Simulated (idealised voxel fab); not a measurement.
Presented below is a process module, voxel capacitor over wiring.
The cross-section shown here is cut; it is 275 nm wide and divided into square cells measuring 5 nm on a side.
Bands, listed from the top down, are how a cross-section gets written in this document; the cross-section itself is a grid of square cells, and a band is one or more rows of them.
Quick guide to a band line: top height, bottom height (nm) up front; then every material left to right with its width in nm. Only one material and it's marked "throughout"? Then it fills the band edge to edge. And "empty" just means empty space.
The level at which height equals 0 is the one under which the wafer, as it arrives, is entirely one material. No lower edge exists for the bottom band, which continues downward and is notated as in "0 nm and below".
Read "30 to 40" as a graded width: first number on top, second number at the bottom, same change between each pair of neighbouring rows.
"nothing got changed" -> step changed no cross-section cell.
Reported under the label "Non-vented voids" are the empty spaces having no open way to the top and comprising 8 cells or more; the notation for each is width x height at distance, in which the distance is measured from the left edge and all three values are in nm.
Formally, on a step line, whatever follows the settings is a remark that the simulator itself makes on the step.
You can add "overlay nm" to a step's line. For a step with a mask, it describes how far the mask lay to the right of its planned position, and a negative number describes a lay to the left.

**List of planned process steps**
1. op RECEIVE | material Si
2. op CONFORMAL_DEP | material SiO2 | thk nm 15
3. op DIRECTIONAL_DEP | material TiN | thk nm 5
4. op DIRECTIONAL_DEP | material Ru | thk nm 20
5. op MASKED_ETCH | tone cover | mask id METAL_1 | width nm 20 | pitch nm 90 | etch materials Ru | depth nm 20 | overlay nm 0
6. op MASKED_ETCH | tone cover | mask id METAL_1 | width nm 20 | pitch nm 90 | etch materials TiN | depth nm 5 | overlay nm 0
7. op FILL_DEP | material SiO2 | thk nm 5
8. op CMP | height nm 40
9. op CONFORMAL_DEP | material SiCN | thk nm 5
10. op DIRECTIONAL_DEP | material lowk | thk nm 20
11. op PATTERN | tone open | mask id PLUG_1 | material resist | width nm 15 | thk nm 20 | overlay nm 0
12. op DIRECTIONAL_ETCH | etch materials lowk | depth nm 20
13. op DIRECTIONAL_ETCH | etch materials SiCN | depth nm 5
14. op STRIP | etch materials resist
15. op CONFORMAL_DEP | material TiN | thk nm 5
16. op FILL_DEP | material Cu | thk nm 10
17. op CMP | height nm 65
18. op DIRECTIONAL_DEP | material TiN | thk nm 10
19. op DIRECTIONAL_DEP | material SiN | thk nm 5
20. op DIRECTIONAL_DEP | material TiN | thk nm 5
21. op MASKED_ETCH | tone cover | mask id UPPER_PLATE | width nm 75 | etch materials TiN | depth nm 5 | overlay nm 0
22. op MASKED_ETCH | tone cover | mask id UPPER_PLATE | width nm 75 | etch materials SiN | depth nm 5 | overlay nm 0
23. op MASKED_ETCH | tone cover | mask id LOWER_PLATE | width nm 85 | etch materials TiN | depth nm 10 | overlay nm 0
24. op FILL_DEP | material SiO2 | thk nm 15
25. op CMP | height nm 95
26. op PATTERN | tone open | mask id PLUG_2 | material resist | width nm 15 | thk nm 20 | overlay nm 0
27. op DIRECTIONAL_ETCH | etch materials SiO2 | depth nm 10
28. op STRIP | etch materials resist
29. op CONFORMAL_DEP | material TiN | thk nm 5
30. op FILL_DEP | material W | thk nm 5
31. op CMP | height nm 95
32. op CONFORMAL_DEP | material SiCN | thk nm 5

**Cross-section: wafer on arrival = after step 1**
* 0 nm and below: Si throughout
* Non-vented voids: none

**End-of-module XS, first of two wafers, run as planned**
* 100 nm to 95 nm: SiCN throughout
* 95 nm to 90 nm: SiO2 95; TiN 5; W 5; TiN 5; SiO2 165
* 90 nm to 80 nm: SiO2 95 to 85; TiN 15 to 75; SiO2 165 to 115
* 80 nm to 75 nm: SiO2 85; SiN 75; SiO2 115
* 75 nm to 65 nm: SiO2 80; TiN 85; SiO2 110
* 65 nm to 45 nm: lowk 85; TiN 5; Cu 5; TiN 5; lowk 175
* 45 nm to 40 nm: SiCN 85; TiN 15; SiCN 175
* 40 nm to 20 nm: SiO2 80; Ru 20; SiO2 70; Ru 20; SiO2 85
* 20 nm to 15 nm: SiO2 80; TiN 20; SiO2 70; TiN 20; SiO2 85
* 15 nm to 0 nm: SiO2 throughout
* 0 nm and below: Si throughout
* Non-vented voids: none

**Cross-section, second wafer: same start as the first, same plan as the first, one mistake in running it; taken at the end of the module**
* 100 nm to 95 nm: SiCN throughout
* 95 nm to 90 nm: SiO2 95; TiN 5; W 5; TiN 5; SiO2 165
* 90 nm to 85 nm: SiO2 95; TiN 15; SiO2 165
* 85 nm to 80 nm: SiO2 throughout
* 80 nm to 75 nm: SiO2 85; SiN 75; SiO2 115
* 75 nm to 65 nm: SiO2 80; TiN 85; SiO2 110
* 65 nm to 45 nm: lowk 85; TiN 5; Cu 5; TiN 5; lowk 175
* 45 nm to 40 nm: SiCN 85; TiN 15; SiCN 175
* 40 nm to 20 nm: SiO2 80; Ru 20; SiO2 70; Ru 20; SiO2 85
* 20 nm to 15 nm: SiO2 80; TiN 20; SiO2 70; TiN 20; SiO2 85
* 15 nm to 0 nm: SiO2 throughout
* 0 nm and below: Si throughout
* Non-vented voids: none
Diagnosis: step 20 of the plan never got run, it was skipped over
Final comparison by cell count, materials where the second wafer has more or fewer than the first: +15 SiO2, -15 TiN
